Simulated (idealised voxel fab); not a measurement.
process module | voxel self aligned vias
cross-section cut | 285 nm wide | cells 5 nm
A cross-section is a grid of square cells, given in bands from the top down. A band is one or more rows of cells.
Each band's line starts with the height of the band's top and of its bottom, in nm. Then come its materials from left to right, each with its width in nm. One material with "throughout" fills the band from edge to edge. "air" is empty space.
Height 0 is the level under which the wafer as received is all one material. The lowest band goes on downwards, as in "0 down".
A width such as "30 to 40" changes by the same amount from each row of cells to the next, from the band's top row to its bottom row.
"no change" after a step means that no cell of the cross-section changed.
closed voids: empty space of 8 cells or more with no open way to the top, each as width x height at its distance from the left edge, in nm
after a step's settings: what the simulator itself notes on the step
overlay nm, on a step with a mask: how far to the right of its planned place the mask lay; to the left if negative
plan
1 op RECEIVE | material Si
2 op CONFORMAL_DEP | material SiO2 | thk nm 15
3 op CONFORMAL_DEP | material SiCN | thk nm 5
4 op DIRECTIONAL_DEP | material lowk | thk nm 25
5 op MASKED_ETCH | tone open | mask id LINES | width nm 30 | pitch nm 60 | etch materials lowk | depth nm 25 | overlay nm 0
6 op CONFORMAL_DEP | material TiN | thk nm 5
7 op FILL_DEP | material W | thk nm 10
8 op CMP | height nm 45
9 op SELECTIVE_ETCH | etch materials W Ru TiN | depth nm 5
10 op FILL_DEP | material SiN | thk nm 5
11 op CMP | height nm 45
12 op DIRECTIONAL_DEP | material lowk | thk nm 20
13 op MASKED_ETCH | tone open | mask id VIAS | width nm 40 | pitch nm 60 | etch materials lowk | depth nm 20 | overlay nm 0
14 op MASKED_ETCH | tone open | mask id VIAS | width nm 40 | pitch nm 60 | etch materials SiN | depth nm 5 | overlay nm 0
15 op CONFORMAL_DEP | material TiN | thk nm 5
16 op FILL_DEP | material Cu | thk nm 5
17 op CMP | height nm 65
18 op CONFORMAL_DEP | material SiCN | thk nm 5
as received, after step 1
  0 down: Si throughout
  closed voids: none
first wafer at the end, as planned
  70 to 65: SiCN throughout
  65 to 50: lowk 60 | TiN 5 | Cu 30 | TiN 5 | lowk 20 | TiN 5 | Cu 30 | TiN 5 | lowk 20 | TiN 5 | Cu 30 | TiN 5 | lowk 65
  50 to 45: lowk 60 | TiN 10 | Cu 20 | TiN 10 | lowk 20 | TiN 10 | Cu 20 | TiN 10 | lowk 20 | TiN 10 | Cu 20 | TiN 10 | lowk 65
  45 to 40: lowk 65 | TiN 30 | lowk 30 | TiN 30 | lowk 30 | TiN 30 | lowk 70
  40 to 25: lowk 65 | TiN 5 | W 20 | TiN 5 | lowk 30 | TiN 5 | W 20 | TiN 5 | lowk 30 | TiN 5 | W 20 | TiN 5 | lowk 70
  25 to 20: lowk 65 | TiN 30 | lowk 30 | TiN 30 | lowk 30 | TiN 30 | lowk 70
  20 to 15: SiCN throughout
  15 to 0: SiO2 throughout
  0 down: Si throughout
  closed voids: none
second wafer at the end: like start, like plan, one mistake
  70 to 65: SiCN throughout
  65 to 50: lowk 60 | TiN 5 | Cu 30 | TiN 5 | lowk 20 | TiN 5 | Cu 30 | TiN 5 | lowk 20 | TiN 5 | Cu 30 | TiN 5 | lowk 65
  50 to 45: lowk 60 | TiN 40 | lowk 20 | TiN 40 | lowk 20 | TiN 40 | lowk 65
  45 to 40: SiCN throughout
  40 to 15: lowk throughout
  15 to 0: SiO2 throughout
  0 down: Si throughout
  closed voids: none
what went wrong: steps 3 and 4 were swapped
at the end the second wafer has, in cells: 12 fewer of Cu | 42 fewer of TiN | 36 fewer of W | 90 more of lowk
